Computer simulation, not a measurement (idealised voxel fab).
Process module, titled voxel tone inversion
Square cells of 5 nm make up the cross-section cut, whose width is 210 nm.
Think of the cross-section as a grid of square cells. We describe it in bands, top to bottom, and each band covers one or more rows of those cells. A band entry consists of two parts. The first gives the height of the band's top and the height of its bottom, in nm. The rest lists the band's materials from left to right, each with its width in nm. A single material labelled with the word "throughout" fills the band from edge to edge, and the word "empty" marks empty space. Zero point of the height axis is 0; under it, received wafer = one material. Lowest band: continues down indefinitely, "from 0 down". Per-row width for "30 to 40": begins at first number (top row of band), ends at second number (bottom row), increment between rows held constant. For the purposes of this document, the phrase "no modifications" attached to a step denotes that no cell within the cross-section was modified by that step. What "Sealed void listing" gives you is every empty space of 8 cells or more that is cut off from the top. Each appears as width x height at distance, with the distance taken from the left edge and width, height and distance all in nm. Where a step's line continues beyond its settings, the continuation is a remark by the simulator itself on that step. overlay nm: mask offset rightward from planned place, masked step; negative means leftward offset.

[Steps in the process plan]
1. RECEIVE: material Si
2. CONFORMAL_DEP: material SiCN, thk nm 5
3. DIRECTIONAL_DEP: material aC, thk nm 25
4. PATTERN: tone cover, mask id POSTS, material resist, width nm 15, pitch nm 40, thk nm 30, overlay nm 0
5. DIRECTIONAL_ETCH: etch materials aC, depth nm 25
6. STRIP: etch materials resist
7. FILL_DEP: material lowk, thk nm 5
8. CMP: height nm 30
9. STRIP: etch materials aC
10. CONFORMAL_DEP: material TiN, thk nm 5
11. FILL_DEP: material Ru, thk nm 10
12. CMP: height nm 30
13. CONFORMAL_DEP: material SiCN, thk nm 5

[Cross-sectional view of the wafer in its as-received condition, corresponding to the state after step 1]
  from 0 down = Si throughout
  Sealed void listing: none

[Cross-section, first of two wafers, end of module, run as planned]
  from 35 to 30 = SiCN throughout
  from 30 to 10 = lowk 75  TiN 5  Ru 5  TiN 5  lowk 25  TiN 5  Ru 5  TiN 5  lowk 80
  from 10 to 5 = lowk 75  TiN 15  lowk 25  TiN 15  lowk 80
  from 5 to 0 = SiCN throughout
  from 0 down = Si throughout
  Sealed void listing: none

[What the second wafer looks like in cross-section once the module is done. Its start and its plan matched the first wafer's exactly; what differed was one mistake in how it was run]
  from 35 to 30 = SiCN throughout
  from 30 to 25 = lowk throughout
  from 25 to 0 = lowk 75  aC 15  lowk 25  aC 15  lowk 80
  from 0 down = Si throughout
  Sealed void listing: none
Plan not followed: heads up, step 2 of the plan was skipped and never actually ran
End of process, cell counts, second wafer against first, materials with more or fewer: Ru -8; SiCN -42; TiN -22; aC +30; lowk +42
